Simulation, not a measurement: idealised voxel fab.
Title: Process Module voxel released beams
Shown is cross-section cut, with a width of 220 nm and square cells of size 5 nm.
When this document writes out a cross-section, it uses a grid of square cells and lists it as bands, beginning at the top and moving down, with a band standing for one or more rows of cells. Quick guide to a band line: top height, bottom height (nm) up front; then every material left to right with its width in nm. Only one material and it's marked "edge to edge"? Then it fills the band edge to edge. And "blank" just means empty space. Zero point of the height axis is 0; under it, received wafer = one material. Lowest band: continues down indefinitely, "0 down". It should be noted that a width expressed as "30->40" varies in equal increments from row to row of cells within the band, taking the value of the first number at the top row and that of the second number at the bottom row. "changes: none" after a step means that no cell of the cross-section changed. If an empty space has no open way to the top and is at least 8 cells in size, "Enclosed cavity list" lists it, written width x height at distance, where distance is measured from the left edge and every value is in nm. Post-settings text on a step line: simulator's own remark regarding the step. The setting "overlay nm" may be written on the line of a step. When the step uses a mask, the value reports how far to the right of the planned place the mask lay, and a negative value reports that it lay to the left.

List of planned process steps:
1,RECEIVE, material Si
2,CONFORMAL_DEP, material SiN, thk nm 5
3,DIRECTIONAL_DEP, material SiO2, thk nm 20
4,PATTERN, tone open, mask id ANCHOR, material resist, width nm 45, thk nm 20, overlay nm 0
5,DIRECTIONAL_ETCH, etch materials SiO2, depth nm 20
6,STRIP, etch materials resist
7,CONFORMAL_DEP, material W, thk nm 15
8,PATTERN, tone cover, mask id BEAM, material resist, width nm 95, thk nm 20, overlay nm 0
9,DIRECTIONAL_ETCH, etch materials W, depth nm 15
10,STRIP, etch materials resist
11,STRIP, etch materials SiO2

Cross-section of the wafer upon arrival, representing the state reached after step 1:
    0 down: Si edge to edge
    Enclosed cavity list: none

Result of the module, cross-sectioned: start per above, plan per above, one error in how it was run:
    40 to 25: blank 60 nm, W 10 nm, blank 15 nm, W 70 nm, blank 65 nm
    25 to 20: blank 55 nm, W 15 nm, blank 15 nm, W 15 nm, blank 120 nm
    20 to 5: blank 55 nm, W 45 nm, blank 120 nm
    5 to 0: SiN edge to edge
    0 down: Si edge to edge
    Enclosed cavity list: none
Run error: not per plan at step 4, really ran PATTERN, tone open, mask id ANCHOR, material resist, width nm 45, thk nm 20, overlay nm -10
